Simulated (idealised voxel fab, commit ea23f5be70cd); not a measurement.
Title: Process Module voxel capacitor over wiring
Cross-sectional view cut (width: 300 nm; square cell size: 5 nm).
A cross-section is a grid of square cells, given in bands from the top down. A band is one or more rows of cells.
Band entry format. Leading values: height of top, height of bottom, nm. Remainder: materials in left-to-right order, each with its width in nm. Special words: "throughout" on a single material, which then fills the band edge to edge; "air", empty space.
Heights are reckoned from 0. Under this level, the received wafer is all of one material. The bottommost band is open-ended downward, for example "0 down".
You'd read "30..40" like this: the band's top row of cells is as wide as the first number, its bottom row is as wide as the second, and going down, every row changes width by the same amount as the row before did.
Step note "no modification" = no cross-section cell changed.
Closed-off voids of 8+ cells (no open route to the top) go in "Trapped void list", written width x height at distance from the left edge, in nm.
Step line, after settings: the simulator's comment on this step.
"overlay nm" answers the question of how far to the right of plan the mask lay on a step that has a mask, and when it is negative the answer is to the left.
[The following list gives the planned process steps]
1: RECEIVE: material Si
2: CONFORMAL_DEP: material SiO2, thk nm 10
3: DIRECTIONAL_DEP: material TiN, thk nm 5
4: DIRECTIONAL_DEP: material W, thk nm 25
5: PATTERN: tone cover, mask id METAL_1, material resist, width nm 20, pitch nm 85, thk nm 20, overlay nm 0
6: DIRECTIONAL_ETCH: etch materials W, depth nm 25
7: DIRECTIONAL_ETCH: etch materials TiN, depth nm 5
8: STRIP: etch materials resist
9: FILL_DEP: material SiO2, thk nm 10
10: CMP: height nm 40
11: CONFORMAL_DEP: material SiCN, thk nm 5
12: DIRECTIONAL_DEP: material SiO2, thk nm 20
13: DIRECTIONAL_DEP: material aC, thk nm 15
14: PATTERN: tone open, mask id PLUG_1, material resist, width nm 15, thk nm 35, overlay nm 0
15: DIRECTIONAL_ETCH: etch materials aC, depth nm 15
16: STRIP: etch materials resist
17: DIRECTIONAL_ETCH: etch materials SiO2, depth nm 20
18: DIRECTIONAL_ETCH: etch materials SiCN, depth nm 5
19: STRIP: etch materials aC
20: CONFORMAL_DEP: material TiN, thk nm 5
21: FILL_DEP: material Cu, thk nm 10
22: CMP: height nm 65
23: DIRECTIONAL_DEP: material TiN, thk nm 10
24: DIRECTIONAL_DEP: material Al2O3, thk nm 5
25: DIRECTIONAL_DEP: material TiN, thk nm 5
26: DIRECTIONAL_DEP: material aC, thk nm 10
27: PATTERN: tone cover, mask id UPPER_PLATE, material resist, width nm 70, thk nm 30, overlay nm 0
28: DIRECTIONAL_ETCH: etch materials aC, depth nm 10
29: STRIP: etch materials resist
30: DIRECTIONAL_ETCH: etch materials TiN, depth nm 5
31: DIRECTIONAL_ETCH: etch materials Al2O3, depth nm 5
32: STRIP: etch materials aC
33: DIRECTIONAL_DEP: material aC, thk nm 10
34: PATTERN: tone cover, mask id LOWER_PLATE, material resist, width nm 80, thk nm 30, overlay nm 0
35: DIRECTIONAL_ETCH: etch materials aC, depth nm 10
36: STRIP: etch materials resist
37: DIRECTIONAL_ETCH: etch materials TiN, depth nm 10
38: STRIP: etch materials aC
39: FILL_DEP: material SiO2, thk nm 20
40: CMP: height nm 100
41: PATTERN: tone open, mask id PLUG_2, material resist, width nm 15, thk nm 15, overlay nm 0
42: DIRECTIONAL_ETCH: etch materials SiO2, depth nm 15
43: STRIP: etch materials resist
44: CONFORMAL_DEP: material TiN, thk nm 5
45: FILL_DEP: material W, thk nm 10
46: CMP: height nm 100
47: CONFORMAL_DEP: material SiCN, thk nm 5
[The first of the two wafers, which ran as planned]
[Cross-section of the wafer as it came to us, i.e., already through step 1]
    0 down | Si throughout
    Trapped void list: none
[Step 2 complete: cross-section through the wafer]
    10 to 0 | SiO2 throughout
    Everything below 0 is unchanged.
[Step 3 complete: cross-section through the wafer]
    15 to 10 | TiN throughout
    Everything below 10 is unchanged.
[Step 4 complete: cross-section through the wafer]
    40 to 15 | W throughout
    Everything below 15 is unchanged.
[Step 5 complete: cross-section through the wafer]
    60 to 40 | air (95); resist (20); air (65); resist (20); air (100)
    Everything below 40 is unchanged.
[Step 6 complete: cross-section through the wafer]
    60 to 40 | air (95); resist (20); air (65); resist (20); air (100)
    40 to 15 | air (95); W (20); air (65); W (20); air (100)
    Everything below 15 is unchanged.
[Step 7 complete: cross-section through the wafer]
    60 to 40 | air (95); resist (20); air (65); resist (20); air (100)
    40 to 15 | air (95); W (20); air (65); W (20); air (100)
    15 to 10 | air (95); TiN (20); air (65); TiN (20); air (100)
    Everything below 10 is unchanged.
[Step 8 complete: cross-section through the wafer]
    40 to 15 | air (95); W (20); air (65); W (20); air (100)
    Everything below 15 is unchanged.
[Step 9 complete: cross-section through the wafer]
    50 to 40 | SiO2 throughout
    40 to 15 | SiO2 (95); W (20); SiO2 (65); W (20); SiO2 (100)
    15 to 10 | SiO2 (95); TiN (20); SiO2 (65); TiN (20); SiO2 (100)
    Everything below 10 is unchanged.
[Step 10 complete: cross-section through the wafer]
    40 to 15 | SiO2 (95); W (20); SiO2 (65); W (20); SiO2 (100)
    Everything below 15 is unchanged.
[Step 11 complete: cross-section through the wafer]
    45 to 40 | SiCN throughout
    Everything below 40 is unchanged.
[Step 12 complete: cross-section through the wafer]
    65 to 45 | SiO2 throughout
    Everything below 45 is unchanged.
[Step 13 complete: cross-section through the wafer]
    80 to 65 | aC throughout
    Everything below 65 is unchanged.
[Step 14 complete: cross-section through the wafer]
    115 to 80 | resist (100); air (15); resist (185)
    Everything below 80 is unchanged.
[Step 15 complete: cross-section through the wafer]
    100 to 80 | resist (100); air (15); resist (185)
    80 to 65 | aC (100); air (15); aC (185)
    Everything below 65 is unchanged.
[Step 16 complete: cross-section through the wafer]
    80 to 65 | aC (100); air (15); aC (185)
    Everything below 65 is unchanged.
[Step 17 complete: cross-section through the wafer]
    80 to 65 | aC (100); air (15); aC (185)
    65 to 45 | SiO2 (100); air (15); SiO2 (185)
    Everything below 45 is unchanged.
[Step 18 complete: cross-section through the wafer]
    80 to 65 | aC (100); air (15); aC (185)
    65 to 45 | SiO2 (100); air (15); SiO2 (185)
    45 to 40 | SiCN (100); air (15); SiCN (185)
    Everything below 40 is unchanged.
[Step 19 complete: cross-section through the wafer]
    65 to 45 | SiO2 (100); air (15); SiO2 (185)
    Everything below 45 is unchanged.
[Step 20 complete: cross-section through the wafer]
    70 to 65 | TiN (105); air (5); TiN (190)
    65 to 45 | SiO2 (100); TiN (5); air (5); TiN (5); SiO2 (185)
    45 to 40 | SiCN (100); TiN (15); SiCN (185)
    Everything below 40 is unchanged.
[Step 21 complete: cross-section through the wafer]
    80 to 70 | Cu throughout
    70 to 65 | TiN (105); Cu (5); TiN (190)
    65 to 45 | SiO2 (100); TiN (5); Cu (5); TiN (5); SiO2 (185)
    Everything below 45 is unchanged.
[Step 22 complete: cross-section through the wafer]
    65 to 45 | SiO2 (100); TiN (5); Cu (5); TiN (5); SiO2 (185)
    Everything below 45 is unchanged.
[Step 23 complete: cross-section through the wafer]
    75 to 65 | TiN throughout
    Everything below 65 is unchanged.
[Step 24 complete: cross-section through the wafer]
    80 to 75 | Al2O3 throughout
    Everything below 75 is unchanged.
[Step 25 complete: cross-section through the wafer]
    85 to 80 | TiN throughout
    Everything below 80 is unchanged.
[Step 26 complete: cross-section through the wafer]
    95 to 85 | aC throughout
    Everything below 85 is unchanged.
[Step 27 complete: cross-section through the wafer]
    125 to 95 | air (100); resist (70); air (130)
    Everything below 95 is unchanged.
[Step 28 complete: cross-section through the wafer]
    115 to 95 | air (100); resist (70); air (130)
    95 to 85 | air (100); aC (70); air (130)
    Everything below 85 is unchanged.
[Step 29 complete: cross-section through the wafer]
    95 to 85 | air (100); aC (70); air (130)
    Everything below 85 is unchanged.
[Step 30 complete: cross-section through the wafer]
    95 to 85 | air (100); aC (70); air (130)
    85 to 80 | air (100); TiN (70); air (130)
    Everything below 80 is unchanged.
[Step 31 complete: cross-section through the wafer]
    95 to 85 | air (100); aC (70); air (130)
    85 to 80 | air (100); TiN (70); air (130)
    80 to 75 | air (100); Al2O3 (70); air (130)
    Everything below 75 is unchanged.
[Step 32 complete: cross-section through the wafer]
    85 to 80 | air (100); TiN (70); air (130)
    Everything below 80 is unchanged.
[Step 33 complete: cross-section through the wafer]
    95 to 85 | air (100); aC (70); air (130)
    85 to 80 | aC (100); TiN (70); aC (130)
    80 to 75 | aC (100); Al2O3 (70); aC (130)
    Everything below 75 is unchanged.
[Step 34 complete: cross-section through the wafer]
    125 to 95 | air (95); resist (80); air (125)
    95 to 85 | air (95); resist (5); aC (70); resist (5); air (125)
    Everything below 85 is unchanged.
[Step 35 complete: cross-section through the wafer]
    115 to 95 | air (95); resist (80); air (125)
    95 to 85 | air (95); resist (5); aC (70); resist (5); air (125)
    85 to 80 | air (95); aC (5); TiN (70); aC (5); air (125)
    80 to 75 | air (95); aC (5); Al2O3 (70); aC (5); air (125)
    Everything below 75 is unchanged.
[Step 36 complete: cross-section through the wafer]
    95 to 85 | air (100); aC (70); air (130)
    Everything below 85 is unchanged.
[Step 37 complete: cross-section through the wafer]
    95 to 85 | air (100); aC (70); air (130)
    85 to 80 | air (95); aC (5); TiN (70); aC (5); air (125)
    80 to 75 | air (95); aC (5); Al2O3 (70); aC (5); air (125)
    75 to 65 | air (95); TiN (80); air (125)
    Everything below 65 is unchanged.
[Step 38 complete: cross-section through the wafer]
    85 to 80 | air (100); TiN (70); air (130)
    80 to 75 | air (100); Al2O3 (70); air (130)
    Everything below 75 is unchanged.
[Step 39 complete: cross-section through the wafer]
    105 to 85 | SiO2 throughout
    85 to 80 | SiO2 (100); TiN (70); SiO2 (130)
    80 to 75 | SiO2 (100); Al2O3 (70); SiO2 (130)
    75 to 65 | SiO2 (95); TiN (80); SiO2 (125)
    Everything below 65 is unchanged.
[Step 40 complete: cross-section through the wafer]
    100 to 85 | SiO2 throughout
    Everything below 85 is unchanged.
[Step 41 complete: cross-section through the wafer]
    115 to 100 | resist (110); air (15); resist (175)
    Everything below 100 is unchanged.
[Step 42 complete: cross-section through the wafer]
    115 to 100 | resist (110); air (15); resist (175)
    100 to 85 | SiO2 (110); air (15); SiO2 (175)
    Everything below 85 is unchanged.
[Step 43 complete: cross-section through the wafer]
    100 to 85 | SiO2 (110); air (15); SiO2 (175)
    Everything below 85 is unchanged.
[Step 44 complete: cross-section through the wafer]
    105 to 100 | TiN (115); air (5); TiN (180)
    100 to 90 | SiO2 (110); TiN (5); air (5); TiN (5); SiO2 (175)
    90 to 80 | SiO2 (110..100); TiN (15..70); SiO2 (175..130)
    Everything below 80 is unchanged.
[Step 45 complete: cross-section through the wafer]
    115 to 105 | W throughout
    105 to 100 | TiN (115); W (5); TiN (180)
    100 to 90 | SiO2 (110); TiN (5); W (5); TiN (5); SiO2 (175)
    Everything below 90 is unchanged.
[Step 46 complete: cross-section through the wafer]
    100 to 90 | SiO2 (110); TiN (5); W (5); TiN (5); SiO2 (175)
    Everything below 90 is unchanged.
[Step 47 complete: cross-section through the wafer]
    105 to 100 | SiCN throughout
    Everything below 100 is unchanged.
[Wafer two. Identical start, identical plan. One mistake in execution. Identical history through step 33]
[Cross-section of the second wafer at the time step 34 of the plan should have ended]
    125 to 95 | air (85); resist (80); air (135)
    95 to 85 | air (85); resist (15); aC (70); air (130)
    Everything below 85 is unchanged.
[Cross-section of the second wafer at the time step 35 of the plan should have ended]
    115 to 95 | air (85); resist (80); air (135)
    95 to 85 | air (85); resist (15); aC (65); air (135)
    85 to 80 | air (85); aC (15); TiN (70); air (130)
    80 to 75 | air (85); aC (15); Al2O3 (70); air (130)
    Everything below 75 is unchanged.
[Cross-section of the second wafer at the time step 36 of the plan should have ended]
    95 to 85 | air (100); aC (65); air (135)
    Everything below 85 is unchanged.
[Cross-section of the second wafer at the time step 37 of the plan should have ended]
    95 to 85 | air (100); aC (65); air (135)
    85 to 80 | air (85); aC (15); TiN (65); air (135)
    80 to 75 | air (85); aC (15); Al2O3 (70); air (130)
    75 to 65 | air (85); TiN (85); air (130)
    Everything below 65 is unchanged.
[Cross-section of the second wafer at the time step 38 of the plan should have ended]
    85 to 80 | air (100); TiN (65); air (135)
    80 to 75 | air (100); Al2O3 (70); air (130)
    Everything below 75 is unchanged.
[Cross-section of the second wafer at the time step 39 of the plan should have ended]
    105 to 85 | SiO2 throughout
    85 to 80 | SiO2 (100); TiN (65); SiO2 (135)
    80 to 75 | SiO2 (100); Al2O3 (70); SiO2 (130)
    75 to 65 | SiO2 (85); TiN (85); SiO2 (130)
    Everything below 65 is unchanged.
[Cross-section of the second wafer at the time step 40 of the plan should have ended]
    100 to 85 | SiO2 throughout
    Everything below 85 is unchanged.
[Cross-section of the second wafer at the time step 41 of the plan should have ended]
    115 to 100 | resist (110); air (15); resist (175)
    Everything below 100 is unchanged.
[Cross-section of the second wafer at the time step 42 of the plan should have ended]
    115 to 100 | resist (110); air (15); resist (175)
    100 to 85 | SiO2 (110); air (15); SiO2 (175)
    Everything below 85 is unchanged.
[Cross-section of the second wafer at the time step 43 of the plan should have ended]
    100 to 85 | SiO2 (110); air (15); SiO2 (175)
    Everything below 85 is unchanged.
[Cross-section of the second wafer at the time step 44 of the plan should have ended]
    105 to 100 | TiN (115); air (5); TiN (180)
    100 to 90 | SiO2 (110); TiN (5); air (5); TiN (5); SiO2 (175)
    90 to 80 | SiO2 (110..100); TiN (15..65); SiO2 (175..135)
    Everything below 80 is unchanged.
[Cross-section of the second wafer at the time step 45 of the plan should have ended]
    115 to 105 | W throughout
    105 to 100 | TiN (115); W (5); TiN (180)
    100 to 90 | SiO2 (110); TiN (5); W (5); TiN (5); SiO2 (175)
    Everything below 90 is unchanged.
[Cross-section of the second wafer at the time step 46 of the plan should have ended]
    100 to 90 | SiO2 (110); TiN (5); W (5); TiN (5); SiO2 (175)
    Everything below 90 is unchanged.
[Cross-section of the second wafer at the time step 47 of the plan should have ended]
    105 to 100 | SiCN throughout
    Everything below 100 is unchanged.
Finding, execution versus plan: step 34 went in with a setting other than planned; the actual run was PATTERN: tone cover, mask id LOWER_PLATE, material resist, width nm 80, thk nm 30, overlay nm -10
In the final state, the cell counts of the second wafer exceed or fall short of those of the first for the following materials: 1 fewer of SiO2; 1 more of TiN
